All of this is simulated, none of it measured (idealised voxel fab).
The following is a process module called voxel capacitor over wiring.
The cross-section on display is named cut; it measures 140 nm wide, and its cells are 5 nm squares.
Cross-section layout: square cells on a grid; listed as bands, top to bottom; a band spans one or more cell rows.
Within each band entry, the heights of the top and of the bottom of the band appear first, in that order and in nm; the materials of the band then follow from left to right, each with its corresponding width in nm. The designation "all across" on a single material indicates that it fills the band from edge to edge; the designation "air" indicates empty space.
Where do heights start? At 0: under that level the wafer as delivered is made of one material only. And the lowest band has no floor; it just carries on downward, as in "0..down".
Width "30..40": first value at the band's top row of cells, second value at its bottom row, equal change from row to row.
A step reported as "nothing was modified" is a step in which no cell of the cross-section changed.
This entry, "Closed-off voids", enumerates those empty regions of no fewer than 8 cells that possess no open connection to the top. Each region is reported in the form width x height at distance, the distance being taken from the left edge, with all three quantities expressed in nm.
Read whatever lies past the settings on a step's line as the simulator's own remark about the step.
A step line may carry the setting "overlay nm", which, for steps involving a mask, states the distance by which the mask lay to the right of its intended position; negative values denote displacement to the left.

-- Intended process steps
1,op RECEIVE | material Si
2,op CONFORMAL_DEP | material SiO2 | thk nm 15
3,op DIRECTIONAL_DEP | material TiN | thk nm 5
4,op DIRECTIONAL_DEP | material W | thk nm 25
5,op MASKED_ETCH | tone cover | mask id METAL_1 | width nm 20 | pitch nm 75 | etch materials W | depth nm 25 | overlay nm 0
6,op MASKED_ETCH | tone cover | mask id METAL_1 | width nm 20 | pitch nm 75 | etch materials TiN | depth nm 5 | overlay nm 0
7,op FILL_DEP | material lowk | thk nm 5
8,op CMP | height nm 45
9,op CONFORMAL_DEP | material SiCN | thk nm 5
10,op DIRECTIONAL_DEP | material lowk | thk nm 15
11,op PATTERN | tone open | mask id PLUG_1 | material resist | width nm 15 | thk nm 20 | overlay nm 0
12,op DIRECTIONAL_ETCH | etch materials lowk | depth nm 15
13,op DIRECTIONAL_ETCH | etch materials SiCN | depth nm 5
14,op STRIP | etch materials resist
15,op EPI | material Ru | thk nm 10
16,op EPI | material Ru | thk nm 10
17,op DIRECTIONAL_DEP | material TiN | thk nm 5
18,op DIRECTIONAL_DEP | material SiN | thk nm 5
19,op DIRECTIONAL_DEP | material TiN | thk nm 10
20,op PATTERN | tone cover | mask id UPPER_PLATE | material resist | width nm 60 | thk nm 20 | overlay nm 0
21,op DIRECTIONAL_ETCH | etch materials TiN | depth nm 10
22,op DIRECTIONAL_ETCH | etch materials SiN | depth nm 5
23,op STRIP | etch materials resist
24,op DIRECTIONAL_DEP | material aC | thk nm 10
25,op PATTERN | tone cover | mask id LOWER_PLATE | material resist | width nm 70 | thk nm 30 | overlay nm 0
26,op DIRECTIONAL_ETCH | etch materials aC | depth nm 10
27,op STRIP | etch materials resist
28,op DIRECTIONAL_ETCH | etch materials TiN | depth nm 5
29,op STRIP | etch materials aC
30,op FILL_DEP | material SiO2 | thk nm 15
31,op CMP | height nm 95
32,op MASKED_ETCH | tone open | mask id PLUG_2 | width nm 15 | etch materials SiO2 | depth nm 10 | overlay nm 0
33,op CONFORMAL_DEP | material TiN | thk nm 5
34,op FILL_DEP | material Cu | thk nm 5
35,op CMP | height nm 95
36,op CONFORMAL_DEP | material SiCN | thk nm 5

-- First of two wafers: run as planned

-- Delivered wafer in cross-section: state after step 1
- 0..down | Si all across
- Closed-off voids: none

-- Wafer section view after processing step 2
- 15..0 | SiO2 all across
- Unchanged below 0.

-- Wafer section view after processing step 3
- 20..15 | TiN all across
- Unchanged below 15.

-- Wafer section view after processing step 4
- 45..20 | W all across
- Unchanged below 20.

-- Wafer section view after processing step 5
- 45..20 | air 20 nm  W 20 nm  air 55 nm  W 20 nm  air 25 nm
- Unchanged below 20.

-- Wafer section view after processing step 6
- 45..20 | air 20 nm  W 20 nm  air 55 nm  W 20 nm  air 25 nm
- 20..15 | air 20 nm  TiN 20 nm  air 55 nm  TiN 20 nm  air 25 nm
- Unchanged below 15.

-- Wafer section view after processing step 7
- 50..45 | lowk all across
- 45..20 | lowk 20 nm  W 20 nm  lowk 55 nm  W 20 nm  lowk 25 nm
- 20..15 | lowk 20 nm  TiN 20 nm  lowk 55 nm  TiN 20 nm  lowk 25 nm
- Unchanged below 15.

-- Wafer section view after processing step 8
- 45..20 | lowk 20 nm  W 20 nm  lowk 55 nm  W 20 nm  lowk 25 nm
- Unchanged below 20.

-- Wafer section view after processing step 9
- 50..45 | SiCN all across
- Unchanged below 45.

-- Wafer section view after processing step 10
- 65..50 | lowk all across
- Unchanged below 50.

-- Wafer section view after processing step 11
- 85..65 | resist 25 nm  air 15 nm  resist 100 nm
- Unchanged below 65.

-- Wafer section view after processing step 12
- 85..65 | resist 25 nm  air 15 nm  resist 100 nm
- 65..50 | lowk 25 nm  air 15 nm  lowk 100 nm
- Unchanged below 50.

-- Wafer section view after processing step 13
- 85..65 | resist 25 nm  air 15 nm  resist 100 nm
- 65..50 | lowk 25 nm  air 15 nm  lowk 100 nm
- 50..45 | SiCN 25 nm  air 15 nm  SiCN 100 nm
- Unchanged below 45.

-- Wafer section view after processing step 14
- 65..50 | lowk 25 nm  air 15 nm  lowk 100 nm
- Unchanged below 50.

-- Wafer section view after processing step 15
- 65..55 | lowk 25 nm  air 15 nm  lowk 100 nm
- 55..50 | lowk 25 nm  Ru 15 nm  lowk 100 nm
- 50..45 | SiCN 25 nm  Ru 15 nm  SiCN 100 nm
- Unchanged below 45.

-- Wafer section view after processing step 16
- 65..50 | lowk 25 nm  Ru 15 nm  lowk 100 nm
- Unchanged below 50.

-- Wafer section view after processing step 17
- 70..65 | TiN all across
- Unchanged below 65.

-- Wafer section view after processing step 18
- 75..70 | SiN all across
- Unchanged below 70.

-- Wafer section view after processing step 19
- 85..75 | TiN all across
- Unchanged below 75.

-- Wafer section view after processing step 20
- 105..85 | air 25 nm  resist 60 nm  air 55 nm
- Unchanged below 85.

-- Wafer section view after processing step 21
- 105..85 | air 25 nm  resist 60 nm  air 55 nm
- 85..75 | air 25 nm  TiN 60 nm  air 55 nm
- Unchanged below 75.

-- Wafer section view after processing step 22
- 105..85 | air 25 nm  resist 60 nm  air 55 nm
- 85..75 | air 25 nm  TiN 60 nm  air 55 nm
- 75..70 | air 25 nm  SiN 60 nm  air 55 nm
- Unchanged below 70.

-- Wafer section view after processing step 23
- 85..75 | air 25 nm  TiN 60 nm  air 55 nm
- Unchanged below 75.

-- Wafer section view after processing step 24
- 95..85 | air 25 nm  aC 60 nm  air 55 nm
- 85..80 | air 25 nm  TiN 60 nm  air 55 nm
- 80..75 | aC 25 nm  TiN 60 nm  aC 55 nm
- 75..70 | aC 25 nm  SiN 60 nm  aC 55 nm
- Unchanged below 70.

-- Wafer section view after processing step 25
- 125..95 | air 20 nm  resist 70 nm  air 50 nm
- 95..85 | air 20 nm  resist 5 nm  aC 60 nm  resist 5 nm  air 50 nm
- 85..80 | air 20 nm  resist 5 nm  TiN 60 nm  resist 5 nm  air 50 nm
- Unchanged below 80.

-- Wafer section view after processing step 26
- 115..95 | air 20 nm  resist 70 nm  air 50 nm
- 95..85 | air 20 nm  resist 5 nm  aC 60 nm  resist 5 nm  air 50 nm
- 85..80 | air 20 nm  resist 5 nm  TiN 60 nm  resist 5 nm  air 50 nm
- 80..75 | air 20 nm  aC 5 nm  TiN 60 nm  aC 5 nm  air 50 nm
- 75..70 | air 20 nm  aC 5 nm  SiN 60 nm  aC 5 nm  air 50 nm
- Unchanged below 70.

-- Wafer section view after processing step 27
- 95..85 | air 25 nm  aC 60 nm  air 55 nm
- 85..80 | air 25 nm  TiN 60 nm  air 55 nm
- Unchanged below 80.

-- Wafer section view after processing step 28
- 95..85 | air 25 nm  aC 60 nm  air 55 nm
- 85..80 | air 25 nm  TiN 60 nm  air 55 nm
- 80..75 | air 20 nm  aC 5 nm  TiN 60 nm  aC 5 nm  air 50 nm
- 75..70 | air 20 nm  aC 5 nm  SiN 60 nm  aC 5 nm  air 50 nm
- 70..65 | air 20 nm  TiN 70 nm  air 50 nm
- Unchanged below 65.

-- Wafer section view after processing step 29
- 85..75 | air 25 nm  TiN 60 nm  air 55 nm
- 75..70 | air 25 nm  SiN 60 nm  air 55 nm
- Unchanged below 70.

-- Wafer section view after processing step 30
- 100..85 | SiO2 all across
- 85..75 | SiO2 25 nm  TiN 60 nm  SiO2 55 nm
- 75..70 | SiO2 25 nm  SiN 60 nm  SiO2 55 nm
- 70..65 | SiO2 20 nm  TiN 70 nm  SiO2 50 nm
- Unchanged below 65.

-- Wafer section view after processing step 31
- 95..85 | SiO2 all across
- Unchanged below 85.

-- Wafer section view after processing step 32
- 95..85 | SiO2 35 nm  air 15 nm  SiO2 90 nm
- Unchanged below 85.

-- Wafer section view after processing step 33
- 100..95 | TiN 40 nm  air 5 nm  TiN 95 nm
- 95..90 | SiO2 35 nm  TiN 5 nm  air 5 nm  TiN 5 nm  SiO2 90 nm
- 90..85 | SiO2 35 nm  TiN 15 nm  SiO2 90 nm
- Unchanged below 85.

-- Wafer section view after processing step 34
- 105..100 | Cu all across
- 100..95 | TiN 40 nm  Cu 5 nm  TiN 95 nm
- 95..90 | SiO2 35 nm  TiN 5 nm  Cu 5 nm  TiN 5 nm  SiO2 90 nm
- Unchanged below 90.

-- Wafer section view after processing step 35
- 95..90 | SiO2 35 nm  TiN 5 nm  Cu 5 nm  TiN 5 nm  SiO2 90 nm
- Unchanged below 90.

-- Wafer section view after processing step 36
- 100..95 | SiCN all across
- Unchanged below 95.

-- Regarding the second of the two wafers: it shared the first wafer's starting condition and process plan, yet one error occurred during its execution. Its history coincides with that of the first wafer up to and including step 10

-- Cross-section: second wafer, time at which step 11 was scheduled to end
- 85..65 | resist 35 nm  air 15 nm  resist 90 nm
- Unchanged below 65.

-- Cross-section: second wafer, time at which step 12 was scheduled to end
- 85..65 | resist 35 nm  air 15 nm  resist 90 nm
- 65..50 | lowk 35 nm  air 15 nm  lowk 90 nm
- Unchanged below 50.

-- Cross-section: second wafer, time at which step 13 was scheduled to end
- 85..65 | resist 35 nm  air 15 nm  resist 90 nm
- 65..50 | lowk 35 nm  air 15 nm  lowk 90 nm
- 50..45 | SiCN 35 nm  air 15 nm  SiCN 90 nm
- Unchanged below 45.

-- Cross-section: second wafer, time at which step 14 was scheduled to end
- 65..50 | lowk 35 nm  air 15 nm  lowk 90 nm
- Unchanged below 50.

-- Cross-section: second wafer, time at which step 15 was scheduled to end
- 65..55 | lowk 35 nm  air 15 nm  lowk 90 nm
- 55..50 | lowk 35 nm  Ru 15 nm  lowk 90 nm
- 50..45 | SiCN 35 nm  Ru 15 nm  SiCN 90 nm
- Unchanged below 45.

-- Cross-section: second wafer, time at which step 16 was scheduled to end
- 65..50 | lowk 35 nm  Ru 15 nm  lowk 90 nm
- Unchanged below 50.

-- Cross-section: second wafer, time at which step 17 was scheduled to end
- 70..65 | TiN all across
- Unchanged below 65.

-- Cross-section: second wafer, time at which step 18 was scheduled to end
- 75..70 | SiN all across
- Unchanged below 70.

-- Cross-section: second wafer, time at which step 19 was scheduled to end
- 85..75 | TiN all across
- Unchanged below 75.

-- Cross-section: second wafer, time at which step 20 was scheduled to end
- 105..85 | air 25 nm  resist 60 nm  air 55 nm
- Unchanged below 85.

-- Cross-section: second wafer, time at which step 21 was scheduled to end
- 105..85 | air 25 nm  resist 60 nm  air 55 nm
- 85..75 | air 25 nm  TiN 60 nm  air 55 nm
- Unchanged below 75.

-- Cross-section: second wafer, time at which step 22 was scheduled to end
- 105..85 | air 25 nm  resist 60 nm  air 55 nm
- 85..75 | air 25 nm  TiN 60 nm  air 55 nm
- 75..70 | air 25 nm  SiN 60 nm  air 55 nm
- Unchanged below 70.

-- Cross-section: second wafer, time at which step 23 was scheduled to end
- 85..75 | air 25 nm  TiN 60 nm  air 55 nm
- Unchanged below 75.

-- Cross-section: second wafer, time at which step 24 was scheduled to end
- 95..85 | air 25 nm  aC 60 nm  air 55 nm
- 85..80 | air 25 nm  TiN 60 nm  air 55 nm
- 80..75 | aC 25 nm  TiN 60 nm  aC 55 nm
- 75..70 | aC 25 nm  SiN 60 nm  aC 55 nm
- Unchanged below 70.

-- Cross-section: second wafer, time at which step 25 was scheduled to end
- 125..95 | air 20 nm  resist 70 nm  air 50 nm
- 95..85 | air 20 nm  resist 5 nm  aC 60 nm  resist 5 nm  air 50 nm
- 85..80 | air 20 nm  resist 5 nm  TiN 60 nm  resist 5 nm  air 50 nm
- Unchanged below 80.

-- Cross-section: second wafer, time at which step 26 was scheduled to end
- 115..95 | air 20 nm  resist 70 nm  air 50 nm
- 95..85 | air 20 nm  resist 5 nm  aC 60 nm  resist 5 nm  air 50 nm
- 85..80 | air 20 nm  resist 5 nm  TiN 60 nm  resist 5 nm  air 50 nm
- 80..75 | air 20 nm  aC 5 nm  TiN 60 nm  aC 5 nm  air 50 nm
- 75..70 | air 20 nm  aC 5 nm  SiN 60 nm  aC 5 nm  air 50 nm
- Unchanged below 70.

-- Cross-section: second wafer, time at which step 27 was scheduled to end
- 95..85 | air 25 nm  aC 60 nm  air 55 nm
- 85..80 | air 25 nm  TiN 60 nm  air 55 nm
- Unchanged below 80.

-- Cross-section: second wafer, time at which step 28 was scheduled to end
- 95..85 | air 25 nm  aC 60 nm  air 55 nm
- 85..80 | air 25 nm  TiN 60 nm  air 55 nm
- 80..75 | air 20 nm  aC 5 nm  TiN 60 nm  aC 5 nm  air 50 nm
- 75..70 | air 20 nm  aC 5 nm  SiN 60 nm  aC 5 nm  air 50 nm
- 70..65 | air 20 nm  TiN 70 nm  air 50 nm
- Unchanged below 65.

-- Cross-section: second wafer, time at which step 29 was scheduled to end
- 85..75 | air 25 nm  TiN 60 nm  air 55 nm
- 75..70 | air 25 nm  SiN 60 nm  air 55 nm
- Unchanged below 70.

-- Cross-section: second wafer, time at which step 30 was scheduled to end
- 100..85 | SiO2 all across
- 85..75 | SiO2 25 nm  TiN 60 nm  SiO2 55 nm
- 75..70 | SiO2 25 nm  SiN 60 nm  SiO2 55 nm
- 70..65 | SiO2 20 nm  TiN 70 nm  SiO2 50 nm
- Unchanged below 65.

-- Cross-section: second wafer, time at which step 31 was scheduled to end
- 95..85 | SiO2 all across
- Unchanged below 85.

-- Cross-section: second wafer, time at which step 32 was scheduled to end
- 95..85 | SiO2 35 nm  air 15 nm  SiO2 90 nm
- Unchanged below 85.

-- Cross-section: second wafer, time at which step 33 was scheduled to end
- 100..95 | TiN 40 nm  air 5 nm  TiN 95 nm
- 95..90 | SiO2 35 nm  TiN 5 nm  air 5 nm  TiN 5 nm  SiO2 90 nm
- 90..85 | SiO2 35 nm  TiN 15 nm  SiO2 90 nm
- Unchanged below 85.

-- Cross-section: second wafer, time at which step 34 was scheduled to end
- 105..100 | Cu all across
- 100..95 | TiN 40 nm  Cu 5 nm  TiN 95 nm
- 95..90 | SiO2 35 nm  TiN 5 nm  Cu 5 nm  TiN 5 nm  SiO2 90 nm
- Unchanged below 90.

-- Cross-section: second wafer, time at which step 35 was scheduled to end
- 95..90 | SiO2 35 nm  TiN 5 nm  Cu 5 nm  TiN 5 nm  SiO2 90 nm
- Unchanged below 90.

-- Cross-section: second wafer, time at which step 36 was scheduled to end
- 100..95 | SiCN all across
- Unchanged below 95.
Short version of what went wrong: contrary to plan, step 11 was performed as op PATTERN | tone open | mask id PLUG_1 | material resist | width nm 15 | thk nm 20 | overlay nm 10
When the process is done, the second wafer contains the same cell count of every material as the first wafer, but distributed over other locations.
